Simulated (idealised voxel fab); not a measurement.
A process module follows: voxel gate over fins.
Square cells of 5 nm make up the cross-section cut, whose width is 290 nm.
Heads up, the way a cross-section reads in here is a grid of square cells, handed over as bands from the top down, with every band being one or more rows of cells.
This entry defines a band. It first specifies the height of the band's top and the height of its bottom in nm, and then specifies the band's materials from left to right, stating each material with its width in nm. The word "all across" identifies a single material that fills the band from edge to edge, while the word "empty" identifies empty space.
All heights in this document are referenced to 0, defined as the level beneath which the wafer, as received, consists entirely of one material. The lowest band is not bounded below; it extends indefinitely downward and is written in the form "z 0 and below".
The notation "30->40" denotes a width that varies across the rows of cells in the band, beginning at the first number in the top row, finishing at the second number in the bottom row, and changing by an identical amount from each row to the next.
For the purposes of this document, the phrase "stayed the same" attached to a step denotes that no cell within the cross-section was modified by that step.
Voids not open to the top, 8 cells minimum: see "Closed voids list". Written width x height at distance; distance is from the left edge; nm.
Note: text after step settings on the step line = simulator remark on that step.
You can add "overlay nm" to a step's line. For a step with a mask, it describes how far the mask lay to the right of its planned position, and a negative number describes a lay to the left.

## So here's the lineup of process steps we planned
1 RECEIVE | material Si
2 CONFORMAL_DEP | material SiN | thk nm 5
3 MASKED_ETCH | tone cover | mask id FINS | width nm 15 | pitch nm 35 | etch materials SiN | depth nm 5 | overlay nm 0
4 MASKED_ETCH | tone cover | mask id FINS | width nm 15 | pitch nm 35 | etch materials Si | depth nm 35 | overlay nm 0
5 FILL_DEP | material SiO2 | thk nm 10
6 CMP | height nm 5
7 SELECTIVE_ETCH | etch materials SiO2 | depth nm 20
8 STRIP | etch materials SiN
9 CONFORMAL_DEP | material HfO2 | thk nm 5
10 CONFORMAL_DEP | material TiN | thk nm 5
11 FILL_DEP | material W | thk nm 10
12 CMP | height nm 15
13 CONFORMAL_DEP | material SiN | thk nm 5

## Received-state cross-section, reflecting completion of step 1
	z 0 and below = Si all across
	Closed voids list: none

## Cross-section, first of two wafers, end of module, run as planned
	z 20 to 15 = SiN all across
	z 15 to 10 = W all across
	z 10 to 5 = W (90), then TiN (105), then W (95)
	z 5 to 0 = W (90), then TiN (5), then HfO2 (25), then TiN (10), then HfO2 (25), then TiN (10), then HfO2 (25), then TiN (5), then W (95)
	z 0 to -5 = W (90), then TiN (5), then HfO2 (5), then Si (15), then HfO2 (5), then TiN (10), then HfO2 (5), then Si (15), then HfO2 (5), then TiN (10), then HfO2 (5), then Si (15), then HfO2 (5), then TiN (5), then W (95)
	z -5 to -10 = TiN (95), then HfO2 (5), then Si (15), then HfO2 (5), then TiN (10), then HfO2 (5), then Si (15), then HfO2 (5), then TiN (10), then HfO2 (5), then Si (15), then HfO2 (5), then TiN (100)
	z -10 to -15 = HfO2 (100), then Si (15), then HfO2 (20), then Si (15), then HfO2 (20), then Si (15), then HfO2 (105)
	z -15 to -35 = SiO2 (100), then Si (15), then SiO2 (20), then Si (15), then SiO2 (20), then Si (15), then SiO2 (105)
	z -35 and below = Si all across
	Closed voids list: none

## This is the second of the two wafers, cross-sectioned at the end of the module; it started exactly like the first and was given the same plan, but it was run with one mistake
	z 20 to 15 = SiN all across
	z 15 to 10 = SiO2 all across
	z 10 to 5 = SiO2 (90), then TiN (105), then SiO2 (95)
	z 5 to 0 = SiO2 (90), then TiN (5), then HfO2 (25), then TiN (10), then HfO2 (25), then TiN (10), then HfO2 (25), then TiN (5), then SiO2 (95)
	z 0 to -5 = SiO2 (90), then TiN (5), then HfO2 (5), then Si (15), then HfO2 (5), then TiN (10), then HfO2 (5), then Si (15), then HfO2 (5), then TiN (10), then HfO2 (5), then Si (15), then HfO2 (5), then TiN (5), then SiO2 (95)
	z -5 to -10 = TiN (95), then HfO2 (5), then Si (15), then HfO2 (5), then TiN (10), then HfO2 (5), then Si (15), then HfO2 (5), then TiN (10), then HfO2 (5), then Si (15), then HfO2 (5), then TiN (100)
	z -10 to -15 = HfO2 (100), then Si (15), then HfO2 (20), then Si (15), then HfO2 (20), then Si (15), then HfO2 (105)
	z -15 to -35 = SiO2 (100), then Si (15), then SiO2 (20), then Si (15), then SiO2 (20), then Si (15), then SiO2 (105)
	z -35 and below = Si all across
	Closed voids list: none
Error vs. plan: step 11 did not use the planned setting and instead ran as FILL_DEP | material SiO2 | thk nm 10
Looking at both finished wafers in cells, the second ends up ahead of or behind the first on some materials: SiO2: 169 more; W: 169 fewer
